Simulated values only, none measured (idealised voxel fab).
process module | voxel wiring stack
Xsec cut, 205 nm wide, square cell size 5 nm.
We lay out every cross-section as a grid of square cells and spell it out in bands from the top down, where one band means one or more rows of cells. Basically the band line says how high the top is and how high the bottom is, in nm, and then what's in it from left to right, every material with its width in nm. Empty space shows up as "empty", and if a single material carries "everywhere" it runs the full band edge to edge. Ref level 0: as-received wafer is one material below here. Bottom band extends down with no lower bound ("0 nm and below"). When a width is written as two numbers, as in "30->40", the first number is the width in the top row of cells of the band and the second is the width in its bottom row, and the width changes by the same amount from each row to the next. "nothing was modified" (step): cross-section cells unchanged, all of them. The list in "Sealed-off cavities" covers empty spaces of 8 cells or more that cannot reach the top through any open way, and it gives each as width x height at distance; the distance is from the left edge, and width, height and distance are in nm. Heads up: the bit after the settings on a step's line is the simulator's remark on that step. overlay nm: where the mask lay relative to plan, measured to the right, on steps with a mask; negatives go left.

These are the steps we planned for the process
1 RECEIVE | material Si
2 CONFORMAL_DEP | material SiO2 | thk nm 15
3 DIRECTIONAL_DEP | material TiN | thk nm 5
4 DIRECTIONAL_DEP | material W | thk nm 20
5 PATTERN | tone cover | mask id METAL_1 | material resist | width nm 30 | pitch nm 45 | thk nm 15 | overlay nm 0
6 DIRECTIONAL_ETCH | etch materials W | depth nm 20
7 DIRECTIONAL_ETCH | etch materials TiN | depth nm 5
8 STRIP | etch materials resist
9 FILL_DEP | material lowk | thk nm 10
10 CMP | height nm 40
11 CONFORMAL_DEP | material SiCN | thk nm 5
12 DIRECTIONAL_DEP | material lowk | thk nm 15
13 DIRECTIONAL_DEP | material aC | thk nm 15
14 PATTERN | tone open | mask id PLUG_1 | material resist | width nm 15 | pitch nm 45 | thk nm 30 | overlay nm 0
15 DIRECTIONAL_ETCH | etch materials aC | depth nm 15
16 STRIP | etch materials resist
17 DIRECTIONAL_ETCH | etch materials lowk | depth nm 15
18 DIRECTIONAL_ETCH | etch materials SiCN | depth nm 5
19 STRIP | etch materials aC
20 EPI | material Ru | thk nm 10
21 EPI | material Ru | thk nm 10
22 DIRECTIONAL_DEP | material TiN | thk nm 5
23 DIRECTIONAL_DEP | material Ru | thk nm 25
24 PATTERN | tone cover | mask id METAL_2 | material resist | width nm 30 | pitch nm 45 | thk nm 15 | overlay nm 0
25 DIRECTIONAL_ETCH | etch materials Ru | depth nm 25
26 DIRECTIONAL_ETCH | etch materials TiN | depth nm 5
27 STRIP | etch materials resist
28 FILL_DEP | material SiO2 | thk nm 10
29 CMP | height nm 90
30 CONFORMAL_DEP | material SiCN | thk nm 5
31 DIRECTIONAL_DEP | material SiO2 | thk nm 15
32 DIRECTIONAL_DEP | material aC | thk nm 15
33 PATTERN | tone open | mask id PLUG_2 | material resist | width nm 15 | pitch nm 90 | thk nm 35 | overlay nm 0
34 DIRECTIONAL_ETCH | etch materials aC | depth nm 15
35 STRIP | etch materials resist
36 DIRECTIONAL_ETCH | etch materials SiO2 | depth nm 15
37 DIRECTIONAL_ETCH | etch materials SiCN | depth nm 5
38 STRIP | etch materials aC
39 CONFORMAL_DEP | material TiN | thk nm 5
40 FILL_DEP | material Ru | thk nm 5
41 CMP | height nm 110
42 DIRECTIONAL_DEP | material TiN | thk nm 5
43 DIRECTIONAL_DEP | material Ru | thk nm 15
44 MASKED_ETCH | tone cover | mask id METAL_3 | width nm 30 | pitch nm 45 | etch materials Ru | depth nm 15 | overlay nm 0
45 MASKED_ETCH | tone cover | mask id METAL_3 | width nm 30 | pitch nm 45 | etch materials TiN | depth nm 5 | overlay nm 0
46 CONFORMAL_DEP | material SiCN | thk nm 5
47 FILL_DEP | material SiO2 | thk nm 5
48 CMP | height nm 130
49 CONFORMAL_DEP | material SiN | thk nm 5

Incoming wafer, cross-sectional view, post step 1
> 0 nm and below = Si everywhere
> Sealed-off cavities: none

First of two wafers, end-of-module section, run followed plan
> 135 nm to 130 nm = SiN everywhere
> 130 nm to 115 nm = 15 SiO2 / 5 SiCN / 30 Ru / 5 SiCN / 5 SiO2 / 5 SiCN / 30 Ru / 5 SiCN / 5 SiO2 / 5 SiCN / 30 Ru / 5 SiCN / 5 SiO2 / 5 SiCN / 30 Ru / 5 SiCN / 15 SiO2
> 115 nm to 110 nm = 20 SiCN / 30 TiN / 15 SiCN / 30 TiN / 15 SiCN / 30 TiN / 15 SiCN / 30 TiN / 20 SiCN
> 110 nm to 95 nm = 20 SiO2 / 5 TiN / 5 Ru / 5 TiN / 75 SiO2 / 5 TiN / 5 Ru / 5 TiN / 80 SiO2
> 95 nm to 90 nm = 20 SiCN / 15 TiN / 75 SiCN / 15 TiN / 80 SiCN
> 90 nm to 65 nm = 20 SiO2 / 30 Ru / 15 SiO2 / 30 Ru / 15 SiO2 / 30 Ru / 15 SiO2 / 30 Ru / 20 SiO2
> 65 nm to 60 nm = 20 SiO2 / 30 TiN / 15 SiO2 / 30 TiN / 15 SiO2 / 30 TiN / 15 SiO2 / 30 TiN / 20 SiO2
> 60 nm to 45 nm = 20 lowk / 15 Ru / 30 lowk / 15 Ru / 30 lowk / 15 Ru / 30 lowk / 15 Ru / 35 lowk
> 45 nm to 40 nm = 20 SiCN / 15 Ru / 30 SiCN / 15 Ru / 30 SiCN / 15 Ru / 30 SiCN / 15 Ru / 35 SiCN
> 40 nm to 20 nm = 20 lowk / 30 W / 15 lowk / 30 W / 15 lowk / 30 W / 15 lowk / 30 W / 20 lowk
> 20 nm to 15 nm = 20 lowk / 30 TiN / 15 lowk / 30 TiN / 15 lowk / 30 TiN / 15 lowk / 30 TiN / 20 lowk
> 15 nm to 0 nm = SiO2 everywhere
> 0 nm and below = Si everywhere
> Sealed-off cavities: none

Cross-sectional view of the second of two wafers upon completion of the module. This wafer shared its starting condition and process plan with the first; one error was made during its execution
> 135 nm to 130 nm = SiN everywhere
> 130 nm to 115 nm = 15 SiO2 / 5 SiCN / 30 Ru / 5 SiCN / 5 SiO2 / 5 SiCN / 30 Ru / 5 SiCN / 5 SiO2 / 5 SiCN / 30 Ru / 5 SiCN / 5 SiO2 / 5 SiCN / 30 Ru / 5 SiCN / 15 SiO2
> 115 nm to 110 nm = 20 SiCN / 30 TiN / 15 SiCN / 30 TiN / 15 SiCN / 30 TiN / 15 SiCN / 30 TiN / 20 SiCN
> 110 nm to 95 nm = 20 SiO2 / 5 TiN / 5 Ru / 5 TiN / 75 SiO2 / 5 TiN / 5 Ru / 5 TiN / 80 SiO2
> 95 nm to 90 nm = 20 SiCN / 15 TiN / 75 SiCN / 15 TiN / 80 SiCN
> 90 nm to 80 nm = 20 SiO2 / 30 Ru / 15 SiO2 / 30 Ru / 15 SiO2 / 30 Ru / 15 SiO2 / 30 Ru / 20 SiO2
> 80 nm to 75 nm = 20 SiO2 / 30 TiN / 15 SiO2 / 30 TiN / 15 SiO2 / 30 TiN / 15 SiO2 / 30 TiN / 20 SiO2
> 75 nm to 60 nm = SiO2 everywhere
> 60 nm to 45 nm = lowk everywhere
> 45 nm to 40 nm = SiCN everywhere
> 40 nm to 20 nm = 20 lowk / 30 W / 15 lowk / 30 W / 15 lowk / 30 W / 15 lowk / 30 W / 20 lowk
> 20 nm to 15 nm = 20 lowk / 30 TiN / 15 lowk / 30 TiN / 15 lowk / 30 TiN / 15 lowk / 30 TiN / 20 lowk
> 15 nm to 0 nm = SiO2 everywhere
> 0 nm and below = Si everywhere
> Sealed-off cavities: none
Diagnosis: the process deviated at step 13: the operation and settings actually run there were DIRECTIONAL_DEP | material SiO2 | thk nm 15
Final difference in cells, second wafer against first, listed per material as more or fewer: -120 Ru | +12 SiCN | +72 SiO2 | +36 lowk
